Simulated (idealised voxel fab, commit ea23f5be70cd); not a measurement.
Herein follows the process module entitled voxel transistor to metal.
We display cut, a cross-section 195 nm in width whose square cells are each 5 nm.
If you're reading a cross-section in this doc, picture square cells in a grid; it comes to you as bands, top ones listed first down to the bottom, and a band can be one or more rows of cells.
Heights first: top, then bottom, in nm. Then materials, left to right, each with a width in nm. "everywhere" on a single material: fills the band edge to edge. "empty": empty space.
Heads up on the height convention: 0 is the point under which the incoming wafer is all one material, and the lowest band has no bottom, it just keeps going down, like "0 down".
A width such as "30..40" changes by the same amount from each row of cells to the next, from the band's top row to its bottom row.
It should be understood that the words "nothing got changed", when stated for a given step, signify that the cross-section underwent no change in any of its cells during that step.
The entry titled "Sealed-off cavities" provides the empty spaces that have no open way to the top, restricted to those of 8 cells or more. Each is presented as width x height at distance, the distance being measured from the left edge, with all three in nm.
It should be noted that, on the line of a given step, the content following the step's settings is a remark produced by the simulator itself with respect to that step.
If you see "overlay nm" on a step's line and that step has a mask, it's telling you how far right of where it was planned the mask ended up; a negative number means it went left instead.

## Here's what the planned process steps look like
1. RECEIVE [material Si]
2. CONFORMAL_DEP [material SiO2] [thk nm 5]
3. CONFORMAL_DEP [material SiN] [thk nm 10]
4. DIRECTIONAL_DEP [material aC] [thk nm 15]
5. PATTERN [tone cover] [mask id ACTIVE] [material resist] [width nm 105] [thk nm 35] [overlay nm 0]
6. DIRECTIONAL_ETCH [etch materials aC] [depth nm 15]
7. STRIP [etch materials resist]
8. DIRECTIONAL_ETCH [etch materials SiN] [depth nm 10]
9. DIRECTIONAL_ETCH [etch materials SiO2] [depth nm 5]
10. DIRECTIONAL_ETCH [etch materials Si] [depth nm 25]
11. STRIP [etch materials aC]
12. OXIDIZE [depth nm 5]
13. FILL_DEP [material SiO2] [thk nm 10]
14. CMP [height nm 15]
15. SELECTIVE_ETCH [etch materials SiO2] [depth nm 5]
16. STRIP [etch materials SiN]
17. SELECTIVE_ETCH [etch materials SiO2] [depth nm 5]
18. OXIDIZE [depth nm 5]
19. DIRECTIONAL_DEP [material polySi] [thk nm 20]
20. DIRECTIONAL_DEP [material SiCN] [thk nm 15]
21. DIRECTIONAL_DEP [material aC] [thk nm 10]
22. PATTERN [tone cover] [mask id GATE] [material resist] [width nm 25] [thk nm 30] [overlay nm 0]
23. DIRECTIONAL_ETCH [etch materials aC] [depth nm 10]
24. STRIP [etch materials resist]
25. DIRECTIONAL_ETCH [etch materials SiCN] [depth nm 25]
26. DIRECTIONAL_ETCH [etch materials polySi] [depth nm 30]
27. STRIP [etch materials aC]
28. CONFORMAL_DEP [material SiN] [thk nm 5]
29. DIRECTIONAL_ETCH [etch materials SiN] [depth nm 5]
30. DIRECTIONAL_ETCH [etch materials SiO2] [depth nm 5]
31. DIRECTIONAL_ETCH [etch materials Si] [depth nm 10]
32. EPI [material SiGe] [thk nm 15]
33. FILL_DEP [material SiO2] [thk nm 10]
34. CMP [height nm 20]
35. STRIP [etch materials polySi]
36. SELECTIVE_ETCH [etch materials SiO2] [depth nm 5]
37. CONFORMAL_DEP [material HfO2] [thk nm 5]
38. CONFORMAL_DEP [material TiN] [thk nm 5]
39. FILL_DEP [material W] [thk nm 10]
40. CMP [height nm 15]
41. DIRECTIONAL_DEP [material SiO2] [thk nm 10]
42. MASKED_ETCH [tone open] [mask id CONTACT] [width nm 15] [pitch nm 80] [etch materials SiO2] [depth nm 25] [overlay nm 0]
43. CONFORMAL_DEP [material TiN] [thk nm 5]
44. FILL_DEP [material W] [thk nm 5]
45. CMP [height nm 25]
46. DIRECTIONAL_DEP [material TiN] [thk nm 5]
47. DIRECTIONAL_DEP [material W] [thk nm 15]
48. DIRECTIONAL_DEP [material aC] [thk nm 15]
49. PATTERN [tone cover] [mask id METAL_1] [material resist] [width nm 15] [pitch nm 80] [thk nm 35] [overlay nm 0]
50. DIRECTIONAL_ETCH [etch materials aC] [depth nm 15]
51. STRIP [etch materials resist]
52. DIRECTIONAL_ETCH [etch materials W] [depth nm 15]
53. DIRECTIONAL_ETCH [etch materials TiN] [depth nm 5]
54. STRIP [etch materials aC]
55. FILL_DEP [material SiO2] [thk nm 10]
56. CMP [height nm 45]
57. CONFORMAL_DEP [material SiCN] [thk nm 5]
58. DIRECTIONAL_DEP [material SiO2] [thk nm 30]
59. DIRECTIONAL_DEP [material aC] [thk nm 15]
60. PATTERN [tone open] [mask id METAL_2] [material resist] [width nm 15] [pitch nm 80] [thk nm 35] [overlay nm 0]
61. DIRECTIONAL_ETCH [etch materials aC] [depth nm 15]
62. STRIP [etch materials resist]
63. DIRECTIONAL_ETCH [etch materials SiO2] [depth nm 20]
64. STRIP [etch materials aC]
65. PATTERN [tone open] [mask id METAL_2_HOLES] [material resist] [width nm 15] [pitch nm 80] [thk nm 15] [overlay nm 0]
66. DIRECTIONAL_ETCH [etch materials SiO2] [depth nm 10]
67. DIRECTIONAL_ETCH [etch materials SiCN] [depth nm 5]
68. STRIP [etch materials resist]
69. CONFORMAL_DEP [material TiN] [thk nm 5]
70. FILL_DEP [material Ru] [thk nm 10]
71. CMP [height nm 80]
72. CONFORMAL_DEP [material SiCN] [thk nm 5]

## Step 1 complete: cross-section of the wafer as received
    0 down | Si everywhere
    Sealed-off cavities: none

## Final cross-section, module run with one mistake (start and plan as above)
    85 to 80 | SiCN everywhere
    80 to 50 | 50 nm SiO2 / 5 nm TiN / 5 nm Ru / 5 nm TiN / 65 nm SiO2 / 5 nm TiN / 5 nm Ru / 5 nm TiN / 50 nm SiO2
    50 to 45 | 50 nm SiCN / 15 nm TiN / 65 nm SiCN / 15 nm TiN / 50 nm SiCN
    45 to 30 | 50 nm SiO2 / 15 nm W / 65 nm SiO2 / 15 nm W / 50 nm SiO2
    30 to 25 | 50 nm SiO2 / 15 nm TiN / 65 nm SiO2 / 15 nm TiN / 50 nm SiO2
    25 to 20 | 50 nm SiO2 / 5 nm TiN / 5 nm W / 5 nm TiN / 65 nm SiO2 / 5 nm TiN / 5 nm W / 5 nm TiN / 50 nm SiO2
    20 to 15 | 50 nm SiO2 / 15 nm TiN / 65 nm SiO2 / 15 nm TiN / 50 nm SiO2
    15 to 5 | SiN everywhere
    5 to 0 | 40 nm SiO2 / 115 nm SiN / 40 nm SiO2
    0 to -5 | SiO2 everywhere
    -5 to -30 | 50 nm SiO2 / 95 nm Si / 50 nm SiO2
    -30 down | Si everywhere
    Sealed-off cavities: none
Processing error: step 19 went in with a setting other than planned; the actual run was DIRECTIONAL_DEP [material SiN] [thk nm 20]
